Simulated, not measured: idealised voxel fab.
Documented hereafter: the process module known as voxel transistor to metal.
Section shown: cut. Width: 205 nm. Cell size: 5 nm, square.
Cross-section, as written here: a square-cell grid given band by band from the top down, where a band holds one or more rows of cells.
A band entry consists of two parts. The first gives the height of the band's top and the height of its bottom, in nm. The rest lists the band's materials from left to right, each with its width in nm. A single material labelled with the word "full width" fills the band from edge to edge, and the word "blank" marks empty space.
Heights are reckoned from 0. Under this level, the received wafer is all of one material. The bottommost band is open-ended downward, for example "z 0 and below".
The two numbers in a width such as "30 to 40" mark its ends across the band: the first belongs to the top row of cells, the second to the bottom row, and from each row to the next the width moves by the same amount.
You'll sometimes find "everything unchanged" written for a step, and that's the way of saying that nowhere in the cross-section did a cell change during that step.
In the "Unvented cavities" entry, you get each enclosed empty space of 8 cells or more, one with no open way to the top, written width x height at distance, distance from the left edge, in nm.
Text after the settings on a step's line: the simulator's own remark on that step.
The optional step-line setting "overlay nm" applies to steps with a mask and quantifies how far to the right of its planned location the mask lay, a negative value indicating leftward placement.
Structure of the following material. The material consists of pairs of cross-sections. Each pair comprises the cross-section before one process step and the cross-section after that step, the latter shown only down to the lowest band that changed. The step between the cross-sections is specified beneath each pair, including its settings. Pairs are not necessarily consecutive: they may derive from different runs of this module performed on the same starting wafer. Continuity with the pair above is to be assumed only where the entry headed "Ex-ante state" of the pair in question states it.
Ex-ante state:
- z 0 and below  Si full width
- Unvented cavities: none
Post-Step Geometry:
- z 5 to 0  SiO2 full width
- Below 0 it's all the same as before, nothing changed down there.
- Unvented cavities: none
Between before and after above, the operation and settings are op CONFORMAL_DEP | material SiO2 | thk nm 5
Ex-ante state: = after-state of the pair above.
Post-Step Geometry:
- z 20 to 5  SiN full width
- Below 5 it's all the same as before, nothing changed down there.
- Unvented cavities: none
Between before and after above, the operation and settings are op CONFORMAL_DEP | material SiN | thk nm 15
Ex-ante state: = after-state of the pair above.
Post-Step Geometry:
- z 30 to 20  aC full width
- Below 20 it's all the same as before, nothing changed down there.
- Unvented cavities: none
Between before and after above, the operation and settings are op DIRECTIONAL_DEP | material aC | thk nm 10
Ex-ante state: = after-state of the pair above.
Post-Step Geometry:
- z 60 to 30  40 nm blank, 120 nm resist, 45 nm blank
- Below 30 it's all the same as before, nothing changed down there.
- Unvented cavities: none
Between before and after above, the operation and settings are op PATTERN | tone cover | mask id ACTIVE | material resist | width nm 120 | thk nm 30 | overlay nm 0
Ex-ante state: = after-state of the pair above.
Post-Step Geometry:
- z 50 to 30  40 nm blank, 120 nm resist, 45 nm blank
- z 30 to 20  40 nm blank, 120 nm aC, 45 nm blank
- Below 20 it's all the same as before, nothing changed down there.
- Unvented cavities: none
Between before and after above, the operation and settings are op DIRECTIONAL_ETCH | etch materials aC | depth nm 10
Ex-ante state: = after-state of the pair above.
Post-Step Geometry:
- z 30 to 20  40 nm blank, 120 nm aC, 45 nm blank
- Below 20 it's all the same as before, nothing changed down there.
- Unvented cavities: none
Between before and after above, the operation and settings are op STRIP | etch materials resist
Ex-ante state: = after-state of the pair above.
Post-Step Geometry:
- z 30 to 20  40 nm blank, 120 nm aC, 45 nm blank
- z 20 to 5  40 nm blank, 120 nm SiN, 45 nm blank
- Below 5 it's all the same as before, nothing changed down there.
- Unvented cavities: none
Between before and after above, the operation and settings are op DIRECTIONAL_ETCH | etch materials SiN | depth nm 15
Ex-ante state: = after-state of the pair above.
Post-Step Geometry:
- z 30 to 20  40 nm blank, 120 nm aC, 45 nm blank
- z 20 to 5  40 nm blank, 120 nm SiN, 45 nm blank
- z 5 to 0  40 nm blank, 120 nm SiO2, 45 nm blank
- Below 0 it's all the same as before, nothing changed down there.
- Unvented cavities: none
Between before and after above, the operation and settings are op DIRECTIONAL_ETCH | etch materials SiO2 | depth nm 5
Ex-ante state: = after-state of the pair above.
Post-Step Geometry:
- z 30 to 20  40 nm blank, 120 nm aC, 45 nm blank
- z 20 to 5  40 nm blank, 120 nm SiN, 45 nm blank
- z 5 to 0  40 nm blank, 120 nm SiO2, 45 nm blank
- z 0 to -30  40 nm blank, 120 nm Si, 45 nm blank
- Below -30 it's all the same as before, nothing changed down there.
- Unvented cavities: none
Between before and after above, the operation and settings are op DIRECTIONAL_ETCH | etch materials Si | depth nm 30
Ex-ante state: = after-state of the pair above.
Post-Step Geometry:
- z 20 to 5  40 nm blank, 120 nm SiN, 45 nm blank
- Below 5 it's all the same as before, nothing changed down there.
- Unvented cavities: none
Between before and after above, the operation and settings are op STRIP | etch materials aC
Ex-ante state: = after-state of the pair above.
Post-Step Geometry:
- z 25 to 20  SiO2 full width
- z 20 to 5  40 nm SiO2, 120 nm SiN, 45 nm SiO2
- z 5 to 0  SiO2 full width
- z 0 to -30  40 nm SiO2, 120 nm Si, 45 nm SiO2
- Below -30 it's all the same as before, nothing changed down there.
- Unvented cavities: none
Between before and after above, the operation and settings are op FILL_DEP | material SiO2 | thk nm 5
Ex-ante state: = after-state of the pair above.
Post-Step Geometry:
- z 20 to 5  40 nm SiO2, 120 nm SiN, 45 nm SiO2
- Below 5 it's all the same as before, nothing changed down there.
- Unvented cavities: none
Between before and after above, the operation and settings are op CMP | height nm 20
Ex-ante state: = after-state of the pair above.
Post-Step Geometry:
- z 20 to 5  40 nm blank, 120 nm SiN, 45 nm blank
- Below 5 it's all the same as before, nothing changed down there.
- Unvented cavities: none
Between before and after above, the operation and settings are op SELECTIVE_ETCH | etch materials SiO2 | depth nm 15
Ex-ante state: = after-state of the pair above.
Post-Step Geometry:
- z 5 to 0  SiO2 full width
- Below 0 it's all the same as before, nothing changed down there.
- Unvented cavities: none
Between before and after above, the operation and settings are op STRIP | etch materials SiN
Ex-ante state: = after-state of the pair above.
Post-Step Geometry:
- z 0 to -30  40 nm SiO2, 120 nm Si, 45 nm SiO2
- Below -30 it's all the same as before, nothing changed down there.
- Unvented cavities: none
Between before and after above, the operation and settings are op SELECTIVE_ETCH | etch materials SiO2 | depth nm 5
Ex-ante state: = after-state of the pair above.
Post-Step Geometry:
- z 0 to -5  SiO2 full width
- Below -5 it's all the same as before, nothing changed down there.
- Unvented cavities: none
Between before and after above, the operation and settings are op OXIDIZE | depth nm 5
Ex-ante state: = after-state of the pair above.
Post-Step Geometry:
- z 30 to 0  polySi full width
- Below 0 it's all the same as before, nothing changed down there.
- Unvented cavities: none
Between before and after above, the operation and settings are op DIRECTIONAL_DEP | material polySi | thk nm 30
Ex-ante state: = after-state of the pair above.
Post-Step Geometry:
- z 45 to 30  SiCN full width
- Below 30 it's all the same as before, nothing changed down there.
- Unvented cavities: none
Between before and after above, the operation and settings are op DIRECTIONAL_DEP | material SiCN | thk nm 15
Ex-ante state: = after-state of the pair above.
Post-Step Geometry:
- z 55 to 45  aC full width
- Below 45 it's all the same as before, nothing changed down there.
- Unvented cavities: none
Between before and after above, the operation and settings are op DIRECTIONAL_DEP | material aC | thk nm 10
Ex-ante state: = after-state of the pair above.
Post-Step Geometry:
- z 85 to 55  90 nm blank, 20 nm resist, 95 nm blank
- Below 55 it's all the same as before, nothing changed down there.
- Unvented cavities: none
Between before and after above, the operation and settings are op PATTERN | tone cover | mask id GATE | material resist | width nm 20 | thk nm 30 | overlay nm 0
Ex-ante state: = after-state of the pair above.
Post-Step Geometry:
- z 75 to 55  90 nm blank, 20 nm resist, 95 nm blank
- z 55 to 45  90 nm blank, 20 nm aC, 95 nm blank
- Below 45 it's all the same as before, nothing changed down there.
- Unvented cavities: none
Between before and after above, the operation and settings are op DIRECTIONAL_ETCH | etch materials aC | depth nm 10
Ex-ante state: = after-state of the pair above.
Post-Step Geometry:
- z 55 to 45  90 nm blank, 20 nm aC, 95 nm blank
- Below 45 it's all the same as before, nothing changed down there.
- Unvented cavities: none
Between before and after above, the operation and settings are op STRIP | etch materials resist
Ex-ante state: = after-state of the pair above.
Post-Step Geometry:
- z 55 to 45  90 nm blank, 20 nm aC, 95 nm blank
- z 45 to 30  90 nm blank, 20 nm SiCN, 95 nm blank
- Below 30 it's all the same as before, nothing changed down there.
- Unvented cavities: none
Between before and after above, the operation and settings are op DIRECTIONAL_ETCH | etch materials SiCN | depth nm 25
Ex-ante state: = after-state of the pair above.
Post-Step Geometry:
- z 55 to 45  90 nm blank, 20 nm aC, 95 nm blank
- z 45 to 30  90 nm blank, 20 nm SiCN, 95 nm blank
- z 30 to 0  90 nm blank, 20 nm polySi, 95 nm blank
- Below 0 it's all the same as before, nothing changed down there.
- Unvented cavities: none
Between before and after above, the operation and settings are op DIRECTIONAL_ETCH | etch materials polySi | depth nm 40
Ex-ante state: = after-state of the pair above.
Post-Step Geometry:
- z 45 to 30  90 nm blank, 20 nm SiCN, 95 nm blank
- Below 30 it's all the same as before, nothing changed down there.
- Unvented cavities: none
Between before and after above, the operation and settings are op STRIP | etch materials aC
Ex-ante state: = after-state of the pair above.
Post-Step Geometry:
- z 55 to 45  80 nm blank, 40 nm SiN, 85 nm blank
- z 45 to 30  80 nm blank, 10 nm SiN, 20 nm SiCN, 10 nm SiN, 85 nm blank
- z 30 to 10  80 nm blank, 10 nm SiN, 20 nm polySi, 10 nm SiN, 85 nm blank
- z 10 to 0  90 nm SiN, 20 nm polySi, 95 nm SiN
- Below 0 it's all the same as before, nothing changed down there.
- Unvented cavities: none
Between before and after above, the operation and settings are op CONFORMAL_DEP | material SiN | thk nm 10
Ex-ante state: = after-state of the pair above.
Post-Step Geometry:
- z 45 to 30  80 nm blank, 10 nm SiN, 20 nm SiCN, 10 nm SiN, 85 nm blank
- z 30 to 0  80 nm blank, 10 nm SiN, 20 nm polySi, 10 nm SiN, 85 nm blank
- Below 0 it's all the same as before, nothing changed down there.
- Unvented cavities: none
Between before and after above, the operation and settings are op DIRECTIONAL_ETCH | etch materials SiN | depth nm 10
Ex-ante state: = after-state of the pair above.
Post-Step Geometry:
- z 45 to 30  80 nm blank, 10 nm SiN, 20 nm SiCN, 10 nm SiN, 85 nm blank
- z 30 to 0  80 nm blank, 10 nm SiN, 20 nm polySi, 10 nm SiN, 85 nm blank
- z 0 to -5  80 nm blank, 40 nm SiO2, 85 nm blank
- Below -5 it's all the same as before, nothing changed down there.
- Unvented cavities: none
Between before and after above, the operation and settings are op DIRECTIONAL_ETCH | etch materials SiO2 | depth nm 5
Ex-ante state: = after-state of the pair above.
Post-Step Geometry:
- z 45 to 30  80 nm blank, 10 nm SiN, 20 nm SiCN, 10 nm SiN, 85 nm blank
- z 30 to 0  80 nm blank, 10 nm SiN, 20 nm polySi, 10 nm SiN, 85 nm blank
- z 0 to -5  35 nm blank, 45 nm nSi, 40 nm SiO2, 45 nm nSi, 40 nm blank
- Below -5 it's all the same as before, nothing changed down there.
- Unvented cavities: none
Between before and after above, the operation and settings are op EPI | material nSi | thk nm 5
Ex-ante state: = after-state of the pair above.
Post-Step Geometry:
- z 50 to 45  SiO2 full width
- z 45 to 30  80 nm SiO2, 10 nm SiN, 20 nm SiCN, 10 nm SiN, 85 nm SiO2
- z 30 to 0  80 nm SiO2, 10 nm SiN, 20 nm polySi, 10 nm SiN, 85 nm SiO2
- z 0 to -5  35 nm SiO2, 45 nm nSi, 40 nm SiO2, 45 nm nSi, 40 nm SiO2
- Below -5 it's all the same as before, nothing changed down there.
- Unvented cavities: none
Between before and after above, the operation and settings are op FILL_DEP | material SiO2 | thk nm 5
Ex-ante state: = after-state of the pair above.
Post-Step Geometry:
- z 45 to 30  80 nm SiO2, 10 nm SiN, 20 nm SiCN, 10 nm SiN, 85 nm SiO2
- Below 30 it's all the same as before, nothing changed down there.
- Unvented cavities: none
Between before and after above, the operation and settings are op CMP | height nm 45
Ex-ante state: = after-state of the pair above.
Post-Step Geometry:
- z 60 to 45  SiO2 full width
- Below 45 it's all the same as before, nothing changed down there.
- Unvented cavities: none
Between before and after above, the operation and settings are op DIRECTIONAL_DEP | material SiO2 | thk nm 15
Ex-ante state: = after-state of the pair above.
Post-Step Geometry:
- z 75 to 60  50 nm resist, 20 nm blank, 60 nm resist, 20 nm blank, 55 nm resist
- Below 60 it's all the same as before, nothing changed down there.
- Unvented cavities: none
Between before and after above, the operation and settings are op PATTERN | tone open | mask id CONTACT | material resist | width nm 20 | pitch nm 80 | thk nm 15 | overlay nm 0
Ex-ante state: = after-state of the pair above.
Post-Step Geometry:
- z 75 to 60  50 nm resist, 20 nm blank, 60 nm resist, 20 nm blank, 55 nm resist
- z 60 to 45  50 nm SiO2, 20 nm blank, 60 nm SiO2, 20 nm blank, 55 nm SiO2
- z 45 to 30  50 nm SiO2, 20 nm blank, 10 nm SiO2, 10 nm SiN, 20 nm SiCN, 10 nm SiN, 10 nm SiO2, 20 nm blank, 55 nm SiO2
- z 30 to 0  50 nm SiO2, 20 nm blank, 10 nm SiO2, 10 nm SiN, 20 nm polySi, 10 nm SiN, 10 nm SiO2, 20 nm blank, 55 nm SiO2
- Below 0 it's all the same as before, nothing changed down there.
- Unvented cavities: none
Between before and after above, the operation and settings are op DIRECTIONAL_ETCH | etch materials SiO2 | depth nm 60
Ex-ante state: = after-state of the pair above.
Post-Step Geometry:
- z 60 to 45  50 nm SiO2, 20 nm blank, 60 nm SiO2, 20 nm blank, 55 nm SiO2
- Below 45 it's all the same as before, nothing changed down there.
- Unvented cavities: none
Between before and after above, the operation and settings are op STRIP | etch materials resist
Ex-ante state: = after-state of the pair above.
Post-Step Geometry:
- z 65 to 60  55 nm TiN, 10 nm blank, 70 nm TiN, 10 nm blank, 60 nm TiN
- z 60 to 45  50 nm SiO2, 5 nm TiN, 10 nm blank, 5 nm TiN, 60 nm SiO2, 5 nm TiN, 10 nm blank, 5 nm TiN, 55 nm SiO2
- z 45 to 30  50 nm SiO2, 5 nm TiN, 10 nm blank, 5 nm TiN, 10 nm SiO2, 10 nm SiN, 20 nm SiCN, 10 nm SiN, 10 nm SiO2, 5 nm TiN, 10 nm blank, 5 nm TiN, 55 nm SiO2
- z 30 to 5  50 nm SiO2, 5 nm TiN, 10 nm blank, 5 nm TiN, 10 nm SiO2, 10 nm SiN, 20 nm polySi, 10 nm SiN, 10 nm SiO2, 5 nm TiN, 10 nm blank, 5 nm TiN, 55 nm SiO2
- z 5 to 0  50 nm SiO2, 20 nm TiN, 10 nm SiO2, 10 nm SiN, 20 nm polySi, 10 nm SiN, 10 nm SiO2, 20 nm TiN, 55 nm SiO2
- Below 0 it's all the same as before, nothing changed down there.
- Unvented cavities: none
Between before and after above, the operation and settings are op CONFORMAL_DEP | material TiN | thk nm 5
Ex-ante state: = after-state of the pair above.
Post-Step Geometry:
- z 70 to 65  W full width
- z 65 to 60  55 nm TiN, 10 nm W, 70 nm TiN, 10 nm W, 60 nm TiN
- z 60 to 45  50 nm SiO2, 5 nm TiN, 10 nm W, 5 nm TiN, 60 nm SiO2, 5 nm TiN, 10 nm W, 5 nm TiN, 55 nm SiO2
- z 45 to 30  50 nm SiO2, 5 nm TiN, 10 nm W, 5 nm TiN, 10 nm SiO2, 10 nm SiN, 20 nm SiCN, 10 nm SiN, 10 nm SiO2, 5 nm TiN, 10 nm W, 5 nm TiN, 55 nm SiO2
- z 30 to 5  50 nm SiO2, 5 nm TiN, 10 nm W, 5 nm TiN, 10 nm SiO2, 10 nm SiN, 20 nm polySi, 10 nm SiN, 10 nm SiO2, 5 nm TiN, 10 nm W, 5 nm TiN, 55 nm SiO2
- Below 5 it's all the same as before, nothing changed down there.
- Unvented cavities: none
Between before and after above, the operation and settings are op FILL_DEP | material W | thk nm 5
Ex-ante state: = after-state of the pair above.
Post-Step Geometry:
- z 60 to 45  50 nm SiO2, 5 nm TiN, 10 nm W, 5 nm TiN, 60 nm SiO2, 5 nm TiN, 10 nm W, 5 nm TiN, 55 nm SiO2
- Below 45 it's all the same as before, nothing changed down there.
- Unvented cavities: none
Between before and after above, the operation and settings are op CMP | height nm 60
Ex-ante state: = after-state of the pair above.
Post-Step Geometry:
- z 65 to 60  TiN full width
- Below 60 it's all the same as before, nothing changed down there.
- Unvented cavities: none
Between before and after above, the operation and settings are op DIRECTIONAL_DEP | material TiN | thk nm 5
Ex-ante state: = after-state of the pair above.
Post-Step Geometry:
- z 80 to 65  Ru full width
- Below 65 it's all the same as before, nothing changed down there.
- Unvented cavities: none
Between before and after above, the operation and settings are op DIRECTIONAL_DEP | material Ru | thk nm 15
Ex-ante state: = after-state of the pair above.
Post-Step Geometry:
- z 80 to 65  50 nm blank, 20 nm Ru, 60 nm blank, 20 nm Ru, 55 nm blank
- Below 65 it's all the same as before, nothing changed down there.
- Unvented cavities: none
Between before and after above, the operation and settings are op MASKED_ETCH | tone cover | mask id METAL_1 | width nm 20 | pitch nm 80 | etch materials Ru | depth nm 15 | overlay nm 0
Ex-ante state: = after-state of the pair above.
Post-Step Geometry:
- z 80 to 65  50 nm blank, 20 nm Ru, 60 nm blank, 20 nm Ru, 55 nm blank
- z 65 to 60  50 nm blank, 20 nm TiN, 60 nm blank, 20 nm TiN, 55 nm blank
- Below 60 it's all the same as before, nothing changed down there.
- Unvented cavities: none
Between before and after above, the operation and settings are op MASKED_ETCH | tone cover | mask id METAL_1 | width nm 20 | pitch nm 80 | etch materials TiN | depth nm 5 | overlay nm 0
Ex-ante state: = after-state of the pair above.
Post-Step Geometry:
- z 85 to 80  SiO2 full width
- z 80 to 65  50 nm SiO2, 20 nm Ru, 60 nm SiO2, 20 nm Ru, 55 nm SiO2
- z 65 to 60  50 nm SiO2, 20 nm TiN, 60 nm SiO2, 20 nm TiN, 55 nm SiO2
- Below 60 it's all the same as before, nothing changed down there.
- Unvented cavities: none
Between before and after above, the operation and settings are op FILL_DEP | material SiO2 | thk nm 5
Ex-ante state: = after-state of the pair above.
Post-Step Geometry:
- z 80 to 65  50 nm SiO2, 20 nm Ru, 60 nm SiO2, 20 nm Ru, 55 nm SiO2
- Below 65 it's all the same as before, nothing changed down there.
- Unvented cavities: none
Between before and after above, the operation and settings are op CMP | height nm 80
Ex-ante state: = after-state of the pair above.
Post-Step Geometry:
- z 85 to 80  SiCN full width
- Below 80 it's all the same as before, nothing changed down there.
- Unvented cavities: none
Between before and after above, the operation and settings are op CONFORMAL_DEP | material SiCN | thk nm 5
Ex-ante state: = after-state of the pair above.
Post-Step Geometry:
- z 110 to 85  lowk full width
- Below 85 it's all the same as before, nothing changed down there.
- Unvented cavities: none
Between before and after above, the operation and settings are op DIRECTIONAL_DEP | material lowk | thk nm 25
Ex-ante state: = after-state of the pair above.
Post-Step Geometry:
- z 130 to 110  50 nm resist, 15 nm blank, 65 nm resist, 15 nm blank, 60 nm resist
- Below 110 it's all the same as before, nothing changed down there.
- Unvented cavities: none
Between before and after above, the operation and settings are op PATTERN | tone open | mask id METAL_2_HOLES | material resist | width nm 15 | pitch nm 80 | thk nm 20 | overlay nm 0
Ex-ante state: = after-state of the pair above.
Post-Step Geometry:
- z 130 to 110  50 nm resist, 15 nm blank, 65 nm resist, 15 nm blank, 60 nm resist
- z 110 to 85  50 nm lowk, 15 nm blank, 65 nm lowk, 15 nm blank, 60 nm lowk
- Below 85 it's all the same as before, nothing changed down there.
- Unvented cavities: none
Between before and after above, the operation and settings are op DIRECTIONAL_ETCH | etch materials lowk | depth nm 25
Ex-ante state: = after-state of the pair above.
Post-Step Geometry:
- z 110 to 85  50 nm lowk, 15 nm blank, 65 nm lowk, 15 nm blank, 60 nm lowk
- Below 85 it's all the same as before, nothing changed down there.
- Unvented cavities: none
Between before and after above, the operation and settings are op STRIP | etch materials resist
Ex-ante state: = after-state of the pair above.
Post-Step Geometry:
- z 110 to 95  50 nm lowk, 20 nm blank, 60 nm lowk, 20 nm blank, 55 nm lowk
- Below 95 it's all the same as before, nothing changed down there.
- Unvented cavities: none
Between before and after above, the operation and settings are op MASKED_ETCH | tone open | mask id METAL_2 | width nm 20 | pitch nm 80 | etch materials lowk | depth nm 15 | overlay nm 0
Ex-ante state: = after-state of the pair above.
Post-Step Geometry:
- z 110 to 95  50 nm lowk, 20 nm blank, 60 nm lowk, 20 nm blank, 55 nm lowk
- z 95 to 85  50 nm lowk, 15 nm blank, 65 nm lowk, 15 nm blank, 60 nm lowk
- z 85 to 80  50 nm SiCN, 15 nm blank, 65 nm SiCN, 15 nm blank, 60 nm SiCN
- Below 80 it's all the same as before, nothing changed down there.
- Unvented cavities: none
Between before and after above, the operation and settings are op MASKED_ETCH | tone open | mask id METAL_2 | width nm 20 | pitch nm 80 | etch materials SiCN | depth nm 5 | overlay nm 0
Ex-ante state: = after-state of the pair above.
Post-Step Geometry:
- z 115 to 110  55 nm TiN, 10 nm blank, 70 nm TiN, 10 nm blank, 60 nm TiN
- z 110 to 100  50 nm lowk, 5 nm TiN, 10 nm blank, 5 nm TiN, 60 nm lowk, 5 nm TiN, 10 nm blank, 5 nm TiN, 55 nm lowk
- z 100 to 95  50 nm lowk, 5 nm TiN, 5 nm blank, 10 nm TiN, 60 nm lowk, 5 nm TiN, 5 nm blank, 10 nm TiN, 55 nm lowk
- z 95 to 85  50 nm lowk, 5 nm TiN, 5 nm blank, 5 nm TiN, 65 nm lowk, 5 nm TiN, 5 nm blank, 5 nm TiN, 60 nm lowk
- z 85 to 80  50 nm SiCN, 15 nm TiN, 65 nm SiCN, 15 nm TiN, 60 nm SiCN
- Below 80 it's all the same as before, nothing changed down there.
- Unvented cavities: none
Between before and after above, the operation and settings are op CONFORMAL_DEP | material TiN | thk nm 5
Ex-ante state: = after-state of the pair above.
Post-Step Geometry:
- z 125 to 115  Cu full width
- z 115 to 110  55 nm TiN, 10 nm Cu, 70 nm TiN, 10 nm Cu, 60 nm TiN
- z 110 to 100  50 nm lowk, 5 nm TiN, 10 nm Cu, 5 nm TiN, 60 nm lowk, 5 nm TiN, 10 nm Cu, 5 nm TiN, 55 nm lowk
- z 100 to 95  50 nm lowk, 5 nm TiN, 5 nm Cu, 10 nm TiN, 60 nm lowk, 5 nm TiN, 5 nm Cu, 10 nm TiN, 55 nm lowk
- z 95 to 85  50 nm lowk, 5 nm TiN, 5 nm Cu, 5 nm TiN, 65 nm lowk, 5 nm TiN, 5 nm Cu, 5 nm TiN, 60 nm lowk
- Below 85 it's all the same as before, nothing changed down there.
- Unvented cavities: none
Between before and after above, the operation and settings are op FILL_DEP | material Cu | thk nm 10
Ex-ante state: = after-state of the pair above.
Post-Step Geometry:
- z 110 to 100  50 nm lowk, 5 nm TiN, 10 nm Cu, 5 nm TiN, 60 nm lowk, 5 nm TiN, 10 nm Cu, 5 nm TiN, 55 nm lowk
- Below 100 it's all the same as before, nothing changed down there.
- Unvented cavities: none
Between before and after above, the operation and settings are op CMP | height nm 110
Ex-ante state: = after-state of the pair above.
Post-Step Geometry:
- z 115 to 110  SiN full width
- Below 110 it's all the same as before, nothing changed down there.
- Unvented cavities: none
Between before and after above, the operation and settings are op CONFORMAL_DEP | material SiN | thk nm 5
Ex-ante state:
- z 125 to 115  Cu full width
- z 115 to 110  55 nm TiN, 10 nm Cu, 70 nm TiN, 10 nm Cu, 60 nm TiN
- z 110 to 100  50 nm lowk, 5 nm TiN, 10 nm Cu, 5 nm TiN, 60 nm lowk, 5 nm TiN, 10 nm Cu, 5 nm TiN, 55 nm lowk
- z 100 to 95  50 nm lowk, 5 nm TiN, 5 nm Cu, 10 nm TiN, 60 nm lowk, 5 nm TiN, 5 nm Cu, 10 nm TiN, 55 nm lowk
- z 95 to 85  50 nm lowk, 5 nm TiN, 5 nm Cu, 5 nm TiN, 65 nm lowk, 5 nm TiN, 5 nm Cu, 5 nm TiN, 60 nm lowk
- z 85 to 80  50 nm SiCN, 15 nm TiN, 65 nm SiCN, 15 nm TiN, 60 nm SiCN
- z 80 to 65  50 nm SiO2, 20 nm Ru, 60 nm SiO2, 20 nm Ru, 55 nm SiO2
- z 65 to 60  50 nm SiO2, 20 nm TiN, 60 nm SiO2, 20 nm TiN, 55 nm SiO2
- z 60 to 45  50 nm SiO2, 5 nm TiN, 10 nm W, 5 nm TiN, 60 nm SiO2, 5 nm TiN, 10 nm W, 5 nm TiN, 55 nm SiO2
- z 45 to 30  50 nm SiO2, 5 nm TiN, 10 nm W, 5 nm TiN, 10 nm SiO2, 10 nm SiN, 20 nm SiCN, 10 nm SiN, 10 nm SiO2, 5 nm TiN, 10 nm W, 5 nm TiN, 55 nm SiO2
- z 30 to 5  50 nm SiO2, 5 nm TiN, 10 nm W, 5 nm TiN, 10 nm SiO2, 10 nm SiN, 20 nm polySi, 10 nm SiN, 10 nm SiO2, 5 nm TiN, 10 nm W, 5 nm TiN, 55 nm SiO2
- z 5 to 0  50 nm SiO2, 20 nm TiN, 10 nm SiO2, 10 nm SiN, 20 nm polySi, 10 nm SiN, 10 nm SiO2, 20 nm TiN, 55 nm SiO2
- z 0 to -5  35 nm SiO2, 45 nm nSi, 40 nm SiO2, 45 nm nSi, 40 nm SiO2
- z -5 to -30  40 nm SiO2, 120 nm Si, 45 nm SiO2
- z -30 and below  Si full width
- Unvented cavities: none
Post-Step Geometry:
- z 130 to 125  SiN full width
- Below 125 it's all the same as before, nothing changed down there.
- Unvented cavities: none
Between before and after above, the operation and settings are op CONFORMAL_DEP | material SiN | thk nm 5
Ex-ante state:
- z 110 to 85  lowk full width
- z 85 to 80  SiCN full width
- z 80 to 65  50 nm SiO2, 20 nm Ru, 60 nm SiO2, 20 nm Ru, 55 nm SiO2
- z 65 to 60  50 nm SiO2, 20 nm TiN, 60 nm SiO2, 20 nm TiN, 55 nm SiO2
- z 60 to 45  50 nm SiO2, 5 nm TiN, 10 nm W, 5 nm TiN, 60 nm SiO2, 5 nm TiN, 10 nm W, 5 nm TiN, 55 nm SiO2
- z 45 to 30  50 nm SiO2, 5 nm TiN, 10 nm W, 5 nm TiN, 10 nm SiO2, 10 nm SiN, 20 nm SiCN, 10 nm SiN, 10 nm SiO2, 5 nm TiN, 10 nm W, 5 nm TiN, 55 nm SiO2
- z 30 to 5  50 nm SiO2, 5 nm TiN, 10 nm W, 5 nm TiN, 10 nm SiO2, 10 nm SiN, 20 nm polySi, 10 nm SiN, 10 nm SiO2, 5 nm TiN, 10 nm W, 5 nm TiN, 55 nm SiO2
- z 5 to 0  50 nm SiO2, 20 nm TiN, 10 nm SiO2, 10 nm SiN, 20 nm polySi, 10 nm SiN, 10 nm SiO2, 20 nm TiN, 55 nm SiO2
- z 0 to -5  35 nm SiO2, 45 nm nSi, 40 nm SiO2, 45 nm nSi, 40 nm SiO2
- z -5 to -30  40 nm SiO2, 120 nm Si, 45 nm SiO2
- z -30 and below  Si full width
- Unvented cavities: none
Post-Step Geometry:
- z 135 to 85  lowk full width
- Below 85 it's all the same as before, nothing changed down there.
- Unvented cavities: none
Between before and after above, the operation and settings are op DIRECTIONAL_DEP | material lowk | thk nm 25
Ex-ante state: = after-state of the pair above.
Post-Step Geometry:
- z 155 to 135  50 nm resist, 15 nm blank, 65 nm resist, 15 nm blank, 60 nm resist
- Below 135 it's all the same as before, nothing changed down there.
- Unvented cavities: none
Between before and after above, the operation and settings are op PATTERN | tone open | mask id METAL_2_HOLES | material resist | width nm 15 | pitch nm 80 | thk nm 20 | overlay nm 0
Ex-ante state: = after-state of the pair above.
Post-Step Geometry:
- z 155 to 135  50 nm resist, 15 nm blank, 65 nm resist, 15 nm blank, 60 nm resist
- z 135 to 110  50 nm lowk, 15 nm blank, 65 nm lowk, 15 nm blank, 60 nm lowk
- Below 110 it's all the same as before, nothing changed down there.
- Unvented cavities: none
Between before and after above, the operation and settings are op DIRECTIONAL_ETCH | etch materials lowk | depth nm 25
Ex-ante state: = after-state of the pair above.
Post-Step Geometry:
- z 135 to 110  50 nm lowk, 15 nm blank, 65 nm lowk, 15 nm blank, 60 nm lowk
- Below 110 it's all the same as before, nothing changed down there.
- Unvented cavities: none
Between before and after above, the operation and settings are op STRIP | etch materials resist
Ex-ante state: = after-state of the pair above.
Post-Step Geometry:
- z 135 to 120  50 nm lowk, 20 nm blank, 60 nm lowk, 20 nm blank, 55 nm lowk
- z 120 to 95  50 nm lowk, 15 nm blank, 65 nm lowk, 15 nm blank, 60 nm lowk
- Below 95 it's all the same as before, nothing changed down there.
- Unvented cavities: none
Between before and after above, the operation and settings are op MASKED_ETCH | tone open | mask id METAL_2 | width nm 20 | pitch nm 80 | etch materials lowk | depth nm 15 | overlay nm 0
Ex-ante state: = after-state of the pair above.
Post-Step Geometry:
- z 140 to 135  55 nm TiN, 10 nm blank, 70 nm TiN, 10 nm blank, 60 nm TiN
- z 135 to 125  50 nm lowk, 5 nm TiN, 10 nm blank, 5 nm TiN, 60 nm lowk, 5 nm TiN, 10 nm blank, 5 nm TiN, 55 nm lowk
- z 125 to 120  50 nm lowk, 5 nm TiN, 5 nm blank, 10 nm TiN, 60 nm lowk, 5 nm TiN, 5 nm blank, 10 nm TiN, 55 nm lowk
- z 120 to 100  50 nm lowk, 5 nm TiN, 5 nm blank, 5 nm TiN, 65 nm lowk, 5 nm TiN, 5 nm blank, 5 nm TiN, 60 nm lowk
- z 100 to 95  50 nm lowk, 15 nm TiN, 65 nm lowk, 15 nm TiN, 60 nm lowk
- Below 95 it's all the same as before, nothing changed down there.
- Unvented cavities: none
Between before and after above, the operation and settings are op CONFORMAL_DEP | material TiN | thk nm 5
Ex-ante state: = after-state of the pair above.
Post-Step Geometry:
- z 150 to 140  Cu full width
- z 140 to 135  55 nm TiN, 10 nm Cu, 70 nm TiN, 10 nm Cu, 60 nm TiN
- z 135 to 125  50 nm lowk, 5 nm TiN, 10 nm Cu, 5 nm TiN, 60 nm lowk, 5 nm TiN, 10 nm Cu, 5 nm TiN, 55 nm lowk
- z 125 to 120  50 nm lowk, 5 nm TiN, 5 nm Cu, 10 nm TiN, 60 nm lowk, 5 nm TiN, 5 nm Cu, 10 nm TiN, 55 nm lowk
- z 120 to 100  50 nm lowk, 5 nm TiN, 5 nm Cu, 5 nm TiN, 65 nm lowk, 5 nm TiN, 5 nm Cu, 5 nm TiN, 60 nm lowk
- Below 100 it's all the same as before, nothing changed down there.
- Unvented cavities: none
Between before and after above, the operation and settings are op FILL_DEP | material Cu | thk nm 10
Ex-ante state: = after-state of the pair above.
Post-Step Geometry:
- z 110 to 100  50 nm lowk, 5 nm TiN, 5 nm Cu, 5 nm TiN, 65 nm lowk, 5 nm TiN, 5 nm Cu, 5 nm TiN, 60 nm lowk
- Below 100 it's all the same as before, nothing changed down there.
- Unvented cavities: none
Between before and after above, the operation and settings are op CMP | height nm 110
